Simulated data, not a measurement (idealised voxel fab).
Process module, titled voxel self aligned vias
For reference, the cross-section in this document is cut, with width 180 nm and square cells of 5 nm.
This document writes a cross-section as a grid whose cells are square, and gives it as bands, listed from the top down; one or more rows of cells form a band. Each band's line starts with the height of the band's top and of its bottom, in nm. Then come its materials from left to right, each with its width in nm. One material with "all across" fills the band from edge to edge. "empty" is empty space. Where do heights start? At 0: under that level the wafer as delivered is made of one material only. And the lowest band has no floor; it just carries on downward, as in "from 0 down". The width entry "30..40" should be interpreted row by row: the top row of cells in the band takes the first number, the bottom row takes the second number, and the change between adjacent rows is uniform throughout. For the purposes of this document, the phrase "remains unaltered" attached to a step denotes that no cell within the cross-section was modified by that step. Closed-off voids: empty space of 8 cells or more with no open way to the top, each as width x height at its distance from the left edge, in nm. On a step's line, text after the settings is the simulator commenting on that step. overlay nm: mask right of planned place by this much (step with mask). Neg. = left.
## Steps in the process plan
1) RECEIVE (material Si)
2) CONFORMAL_DEP (material SiO2; thk nm 10)
3) CONFORMAL_DEP (material SiCN; thk nm 5)
4) DIRECTIONAL_DEP (material lowk; thk nm 20)
5) MASKED_ETCH (tone open; mask id LINES; width nm 25; pitch nm 65; etch materials lowk; depth nm 20; overlay nm 0)
6) CONFORMAL_DEP (material TiN; thk nm 5)
7) FILL_DEP (material W; thk nm 5)
8) CMP (height nm 35)
9) SELECTIVE_ETCH (etch materials W Ru TiN; depth nm 10)
10) FILL_DEP (material SiN; thk nm 5)
11) CMP (height nm 35)
12) DIRECTIONAL_DEP (material lowk; thk nm 15)
13) MASKED_ETCH (tone open; mask id VIAS; width nm 35; etch materials lowk; depth nm 15; overlay nm 0)
14) MASKED_ETCH (tone open; mask id VIAS; width nm 35; etch materials SiN; depth nm 10; overlay nm 0)
15) CONFORMAL_DEP (material TiN; thk nm 5)
16) FILL_DEP (material W; thk nm 5)
17) CMP (height nm 50)
18) CONFORMAL_DEP (material SiN; thk nm 5)
## Cross-section, incoming material, after step 1
    from 0 down  Si all across
    Closed-off voids: none
## First of two wafers at the end of the module, shown in cross-section; run carried out as planned
    from 55 to 50  SiN all across
    from 50 to 40  lowk (40), TiN (5), W (25), TiN (5), lowk (105)
    from 40 to 35  lowk (40), TiN (10), W (15), TiN (10), lowk (105)
    from 35 to 30  lowk (45), TiN (5), W (15), TiN (5), lowk (40), SiN (25), lowk (45)
    from 30 to 25  lowk (45), TiN (25), lowk (40), SiN (25), lowk (45)
    from 25 to 20  lowk (45), TiN (5), W (15), TiN (5), lowk (40), TiN (5), W (15), TiN (5), lowk (45)
    from 20 to 15  lowk (45), TiN (25), lowk (40), TiN (25), lowk (45)
    from 15 to 10  SiCN all across
    from 10 to 0  SiO2 all across
    from 0 down  Si all across
    Closed-off voids: none
## Second wafer of the two, sectioned at the end of the module. It began like the first and followed the same plan, but one mistake was made while running it
    from 55 to 50  SiN all across
    from 50 to 35  lowk (40), TiN (5), W (25), TiN (5), lowk (105)
    from 35 to 30  lowk (40), TiN (5), W (25), TiN (5), lowk (30), SiN (35), lowk (40)
    from 30 to 25  lowk (40), TiN (35), lowk (30), SiN (35), lowk (40)
    from 25 to 20  lowk (40), TiN (5), W (25), TiN (5), lowk (30), TiN (5), W (25), TiN (5), lowk (40)
    from 20 to 15  lowk (40), TiN (35), lowk (30), TiN (35), lowk (40)
    from 15 to 10  SiCN all across
    from 10 to 0  SiO2 all across
    from 0 down  Si all across
    Closed-off voids: none
Diagnosis: step 5: run off-plan, actual operation and settings MASKED_ETCH (tone open; mask id LINES; width nm 35; pitch nm 65; etch materials lowk; depth nm 20; overlay nm 0)
Heads up, by the end the second wafer has more or fewer cells of some materials compared to the first: 4 more of SiN | 4 more of TiN | 8 more of W | 16 fewer of lowk
